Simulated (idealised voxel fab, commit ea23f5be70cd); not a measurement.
The process module presented herein is designated voxel self aligned contacts.
The cross-section shown here is cut; it is 235 nm wide and divided into square cells measuring 5 nm on a side.
How to read a cross-section here: the picture is a grid of square cells, written as bands going from the top down, and any band can span one or more rows of cells.
In this notation a band is specified by the heights of its top and bottom, in that order and in nm, after which its materials appear from left to right, each paired with its width in nm. The word "throughout" attached to a single material means that material fills the band from edge to edge; the word "empty" stands for empty space.
A quick word on heights: they are counted from 0, and under that level the wafer as it came to us is one material throughout. The lowest band is different from the rest in having no bottom; it simply continues downward, written as in "0..down".
Width "30->40": first value at the band's top row of cells, second value at its bottom row, equal change from row to row.
Given "no modification" for a step, no cell of the cross-section differs between before and after that step.
"Sealed cavities" lists enclosed empty spaces (at least 8 cells, no open path upward to the top), each as width x height at distance from the left edge, in nm.
If you see something after the settings on a step's line, that's the simulator's own remark about that step.
"overlay nm" on a masked step: distance the mask lay right of its planned place, negative for left.

**The following list gives the planned process steps**
1 RECEIVE [material Si]
2 CONFORMAL_DEP [material SiO2] [thk nm 5]
3 DIRECTIONAL_DEP [material polySi] [thk nm 30]
4 DIRECTIONAL_DEP [material SiN] [thk nm 20]
5 DIRECTIONAL_DEP [material aC] [thk nm 15]
6 PATTERN [tone cover] [mask id GATE] [material resist] [width nm 25] [pitch nm 60] [thk nm 30] [overlay nm 0]
7 DIRECTIONAL_ETCH [etch materials aC] [depth nm 15]
8 STRIP [etch materials resist]
9 DIRECTIONAL_ETCH [etch materials SiN] [depth nm 20]
10 DIRECTIONAL_ETCH [etch materials polySi] [depth nm 30]
11 STRIP [etch materials aC]
12 CONFORMAL_DEP [material SiN] [thk nm 10]
13 DIRECTIONAL_ETCH [etch materials SiN] [depth nm 10]
14 FILL_DEP [material SiO2] [thk nm 15]
15 CMP [height nm 65]
16 MASKED_ETCH [tone open] [mask id CONTACT] [width nm 45] [pitch nm 60] [etch materials SiO2] [depth nm 65] [overlay nm 0]
17 CONFORMAL_DEP [material TiN] [thk nm 5]
18 FILL_DEP [material W] [thk nm 5]
19 CMP [height nm 65]
20 CONFORMAL_DEP [material SiN] [thk nm 5]

**The first wafer of two, processed as planned**

**Received-state cross-section, reflecting completion of step 1**
0..down | Si throughout
Sealed cavities: none

**Sectional view: wafer, after step 2**
5..0 | SiO2 throughout
Under the height 0 nothing was changed.

**Sectional view: wafer, after step 3**
35..5 | polySi throughout
Under the height 5 nothing was changed.

**Sectional view: wafer, after step 4**
55..35 | SiN throughout
Under the height 35 nothing was changed.

**Sectional view: wafer, after step 5**
70..55 | aC throughout
Under the height 55 nothing was changed.

**Sectional view: wafer, after step 6**
100..70 | 45 nm empty  25 nm resist  35 nm empty  25 nm resist  35 nm empty  25 nm resist  45 nm empty
Under the height 70 nothing was changed.

**Sectional view: wafer, after step 7**
85..70 | 45 nm empty  25 nm resist  35 nm empty  25 nm resist  35 nm empty  25 nm resist  45 nm empty
70..55 | 45 nm empty  25 nm aC  35 nm empty  25 nm aC  35 nm empty  25 nm aC  45 nm empty
Under the height 55 nothing was changed.

**Sectional view: wafer, after step 8**
70..55 | 45 nm empty  25 nm aC  35 nm empty  25 nm aC  35 nm empty  25 nm aC  45 nm empty
Under the height 55 nothing was changed.

**Sectional view: wafer, after step 9**
70..55 | 45 nm empty  25 nm aC  35 nm empty  25 nm aC  35 nm empty  25 nm aC  45 nm empty
55..35 | 45 nm empty  25 nm SiN  35 nm empty  25 nm SiN  35 nm empty  25 nm SiN  45 nm empty
Under the height 35 nothing was changed.

**Sectional view: wafer, after step 10**
70..55 | 45 nm empty  25 nm aC  35 nm empty  25 nm aC  35 nm empty  25 nm aC  45 nm empty
55..35 | 45 nm empty  25 nm SiN  35 nm empty  25 nm SiN  35 nm empty  25 nm SiN  45 nm empty
35..5 | 45 nm empty  25 nm polySi  35 nm empty  25 nm polySi  35 nm empty  25 nm polySi  45 nm empty
Under the height 5 nothing was changed.

**Sectional view: wafer, after step 11**
55..35 | 45 nm empty  25 nm SiN  35 nm empty  25 nm SiN  35 nm empty  25 nm SiN  45 nm empty
Under the height 35 nothing was changed.

**Sectional view: wafer, after step 12**
65..35 | 35 nm empty  45 nm SiN  15 nm empty  45 nm SiN  15 nm empty  45 nm SiN  35 nm empty
35..15 | 35 nm empty  10 nm SiN  25 nm polySi  10 nm SiN  15 nm empty  10 nm SiN  25 nm polySi  10 nm SiN  15 nm empty  10 nm SiN  25 nm polySi  10 nm SiN  35 nm empty
15..5 | 45 nm SiN  25 nm polySi  35 nm SiN  25 nm polySi  35 nm SiN  25 nm polySi  45 nm SiN
Under the height 5 nothing was changed.

**Sectional view: wafer, after step 13**
55..35 | 35 nm empty  45 nm SiN  15 nm empty  45 nm SiN  15 nm empty  45 nm SiN  35 nm empty
35..5 | 35 nm empty  10 nm SiN  25 nm polySi  10 nm SiN  15 nm empty  10 nm SiN  25 nm polySi  10 nm SiN  15 nm empty  10 nm SiN  25 nm polySi  10 nm SiN  35 nm empty
Under the height 5 nothing was changed.

**Sectional view: wafer, after step 14**
70..55 | SiO2 throughout
55..35 | 35 nm SiO2  45 nm SiN  15 nm SiO2  45 nm SiN  15 nm SiO2  45 nm SiN  35 nm SiO2
35..5 | 35 nm SiO2  10 nm SiN  25 nm polySi  10 nm SiN  15 nm SiO2  10 nm SiN  25 nm polySi  10 nm SiN  15 nm SiO2  10 nm SiN  25 nm polySi  10 nm SiN  35 nm SiO2
Under the height 5 nothing was changed.

**Sectional view: wafer, after step 15**
65..55 | SiO2 throughout
Under the height 55 nothing was changed.

**Sectional view: wafer, after step 16**
65..55 | 65 nm SiO2  45 nm empty  15 nm SiO2  45 nm empty  65 nm SiO2
55..35 | 35 nm SiO2  45 nm SiN  15 nm empty  45 nm SiN  15 nm empty  45 nm SiN  35 nm SiO2
35..5 | 35 nm SiO2  10 nm SiN  25 nm polySi  10 nm SiN  15 nm empty  10 nm SiN  25 nm polySi  10 nm SiN  15 nm empty  10 nm SiN  25 nm polySi  10 nm SiN  35 nm SiO2
5..0 | 80 nm SiO2  15 nm empty  45 nm SiO2  15 nm empty  80 nm SiO2
Under the height 0 nothing was changed.

**Sectional view: wafer, after step 17**
70..65 | 70 nm TiN  35 nm empty  25 nm TiN  35 nm empty  70 nm TiN
65..55 | 65 nm SiO2  5->20 nm TiN  35->5 nm empty  5->20 nm TiN  15 nm SiO2  5->20 nm TiN  35->5 nm empty  5->20 nm TiN  65 nm SiO2
55..35 | 35 nm SiO2  45 nm SiN  5 nm TiN  5 nm empty  5 nm TiN  45 nm SiN  5 nm TiN  5 nm empty  5 nm TiN  45 nm SiN  35 nm SiO2
35..5 | 35 nm SiO2  10 nm SiN  25 nm polySi  10 nm SiN  5 nm TiN  5 nm empty  5 nm TiN  10 nm SiN  25 nm polySi  10 nm SiN  5 nm TiN  5 nm empty  5 nm TiN  10 nm SiN  25 nm polySi  10 nm SiN  35 nm SiO2
5..0 | 80 nm SiO2  15 nm TiN  45 nm SiO2  15 nm TiN  80 nm SiO2
Under the height 0 nothing was changed.

**Sectional view: wafer, after step 18**
75..70 | W throughout
70..65 | 70 nm TiN  35 nm W  25 nm TiN  35 nm W  70 nm TiN
65..55 | 65 nm SiO2  5->20 nm TiN  35->5 nm W  5->20 nm TiN  15 nm SiO2  5->20 nm TiN  35->5 nm W  5->20 nm TiN  65 nm SiO2
55..35 | 35 nm SiO2  45 nm SiN  5 nm TiN  5 nm W  5 nm TiN  45 nm SiN  5 nm TiN  5 nm W  5 nm TiN  45 nm SiN  35 nm SiO2
35..5 | 35 nm SiO2  10 nm SiN  25 nm polySi  10 nm SiN  5 nm TiN  5 nm W  5 nm TiN  10 nm SiN  25 nm polySi  10 nm SiN  5 nm TiN  5 nm W  5 nm TiN  10 nm SiN  25 nm polySi  10 nm SiN  35 nm SiO2
Under the height 5 nothing was changed.

**Sectional view: wafer, after step 19**
65..55 | 65 nm SiO2  5->20 nm TiN  35->5 nm W  5->20 nm TiN  15 nm SiO2  5->20 nm TiN  35->5 nm W  5->20 nm TiN  65 nm SiO2
Under the height 55 nothing was changed.

**Sectional view: wafer, after step 20**
70..65 | SiN throughout
Under the height 65 nothing was changed.

**The second wafer began exactly as the first did and followed the same plan, but one mistake was made while running it; through step 5 inclusive, the two wafers are identical**

**Second wafer, sectioned view, at step 6's planned end time**
100..70 | 35 nm empty  25 nm resist  35 nm empty  25 nm resist  35 nm empty  25 nm resist  55 nm empty
Under the height 70 nothing was changed.

**Second wafer, sectioned view, at step 7's planned end time**
85..70 | 35 nm empty  25 nm resist  35 nm empty  25 nm resist  35 nm empty  25 nm resist  55 nm empty
70..55 | 35 nm empty  25 nm aC  35 nm empty  25 nm aC  35 nm empty  25 nm aC  55 nm empty
Under the height 55 nothing was changed.

**Second wafer, sectioned view, at step 8's planned end time**
70..55 | 35 nm empty  25 nm aC  35 nm empty  25 nm aC  35 nm empty  25 nm aC  55 nm empty
Under the height 55 nothing was changed.

**Second wafer, sectioned view, at step 9's planned end time**
70..55 | 35 nm empty  25 nm aC  35 nm empty  25 nm aC  35 nm empty  25 nm aC  55 nm empty
55..35 | 35 nm empty  25 nm SiN  35 nm empty  25 nm SiN  35 nm empty  25 nm SiN  55 nm empty
Under the height 35 nothing was changed.

**Second wafer, sectioned view, at step 10's planned end time**
70..55 | 35 nm empty  25 nm aC  35 nm empty  25 nm aC  35 nm empty  25 nm aC  55 nm empty
55..35 | 35 nm empty  25 nm SiN  35 nm empty  25 nm SiN  35 nm empty  25 nm SiN  55 nm empty
35..5 | 35 nm empty  25 nm polySi  35 nm empty  25 nm polySi  35 nm empty  25 nm polySi  55 nm empty
Under the height 5 nothing was changed.

**Second wafer, sectioned view, at step 11's planned end time**
55..35 | 35 nm empty  25 nm SiN  35 nm empty  25 nm SiN  35 nm empty  25 nm SiN  55 nm empty
Under the height 35 nothing was changed.

**Second wafer, sectioned view, at step 12's planned end time**
65..35 | 25 nm empty  45 nm SiN  15 nm empty  45 nm SiN  15 nm empty  45 nm SiN  45 nm empty
35..15 | 25 nm empty  10 nm SiN  25 nm polySi  10 nm SiN  15 nm empty  10 nm SiN  25 nm polySi  10 nm SiN  15 nm empty  10 nm SiN  25 nm polySi  10 nm SiN  45 nm empty
15..5 | 35 nm SiN  25 nm polySi  35 nm SiN  25 nm polySi  35 nm SiN  25 nm polySi  55 nm SiN
Under the height 5 nothing was changed.

**Second wafer, sectioned view, at step 13's planned end time**
55..35 | 25 nm empty  45 nm SiN  15 nm empty  45 nm SiN  15 nm empty  45 nm SiN  45 nm empty
35..5 | 25 nm empty  10 nm SiN  25 nm polySi  10 nm SiN  15 nm empty  10 nm SiN  25 nm polySi  10 nm SiN  15 nm empty  10 nm SiN  25 nm polySi  10 nm SiN  45 nm empty
Under the height 5 nothing was changed.

**Second wafer, sectioned view, at step 14's planned end time**
70..55 | SiO2 throughout
55..35 | 25 nm SiO2  45 nm SiN  15 nm SiO2  45 nm SiN  15 nm SiO2  45 nm SiN  45 nm SiO2
35..5 | 25 nm SiO2  10 nm SiN  25 nm polySi  10 nm SiN  15 nm SiO2  10 nm SiN  25 nm polySi  10 nm SiN  15 nm SiO2  10 nm SiN  25 nm polySi  10 nm SiN  45 nm SiO2
Under the height 5 nothing was changed.

**Second wafer, sectioned view, at step 15's planned end time**
65..55 | SiO2 throughout
Under the height 55 nothing was changed.

**Second wafer, sectioned view, at step 16's planned end time**
65..55 | 65 nm SiO2  45 nm empty  15 nm SiO2  45 nm empty  65 nm SiO2
55..35 | 25 nm SiO2  45 nm SiN  15 nm empty  45 nm SiN  15 nm empty  45 nm SiN  45 nm SiO2
35..5 | 25 nm SiO2  10 nm SiN  25 nm polySi  10 nm SiN  15 nm empty  10 nm SiN  25 nm polySi  10 nm SiN  15 nm empty  10 nm SiN  25 nm polySi  10 nm SiN  45 nm SiO2
5..0 | 70 nm SiO2  15 nm empty  45 nm SiO2  15 nm empty  90 nm SiO2
Under the height 0 nothing was changed.

**Second wafer, sectioned view, at step 17's planned end time**
70..65 | 70 nm TiN  35 nm empty  25 nm TiN  35 nm empty  70 nm TiN
65..55 | 65 nm SiO2  5->10 nm TiN  35->5 nm empty  5->30 nm TiN  15 nm SiO2  5->10 nm TiN  35->5 nm empty  5->30 nm TiN  65 nm SiO2
55..35 | 25 nm SiO2  45 nm SiN  5 nm TiN  5 nm empty  5 nm TiN  45 nm SiN  5 nm TiN  5 nm empty  5 nm TiN  45 nm SiN  45 nm SiO2
35..5 | 25 nm SiO2  10 nm SiN  25 nm polySi  10 nm SiN  5 nm TiN  5 nm empty  5 nm TiN  10 nm SiN  25 nm polySi  10 nm SiN  5 nm TiN  5 nm empty  5 nm TiN  10 nm SiN  25 nm polySi  10 nm SiN  45 nm SiO2
5..0 | 70 nm SiO2  15 nm TiN  45 nm SiO2  15 nm TiN  90 nm SiO2
Under the height 0 nothing was changed.

**Second wafer, sectioned view, at step 18's planned end time**
75..70 | W throughout
70..65 | 70 nm TiN  35 nm W  25 nm TiN  35 nm W  70 nm TiN
65..55 | 65 nm SiO2  5->10 nm TiN  35->5 nm W  5->30 nm TiN  15 nm SiO2  5->10 nm TiN  35->5 nm W  5->30 nm TiN  65 nm SiO2
55..35 | 25 nm SiO2  45 nm SiN  5 nm TiN  5 nm W  5 nm TiN  45 nm SiN  5 nm TiN  5 nm W  5 nm TiN  45 nm SiN  45 nm SiO2
35..5 | 25 nm SiO2  10 nm SiN  25 nm polySi  10 nm SiN  5 nm TiN  5 nm W  5 nm TiN  10 nm SiN  25 nm polySi  10 nm SiN  5 nm TiN  5 nm W  5 nm TiN  10 nm SiN  25 nm polySi  10 nm SiN  45 nm SiO2
Under the height 5 nothing was changed.

**Second wafer, sectioned view, at step 19's planned end time**
65..55 | 65 nm SiO2  5->10 nm TiN  35->5 nm W  5->30 nm TiN  15 nm SiO2  5->10 nm TiN  35->5 nm W  5->30 nm TiN  65 nm SiO2
Under the height 55 nothing was changed.

**Second wafer, sectioned view, at step 20's planned end time**
70..65 | SiN throughout
Under the height 65 nothing was changed.
Against the plan, the run slipped here: the process deviated at step 6: the operation and settings actually run there were PATTERN [tone cover] [mask id GATE] [material resist] [width nm 25] [pitch nm 60] [thk nm 30] [overlay nm -10]
When the process is done, the second wafer contains the same cell count of every material as the first wafer, but distributed over other locations.
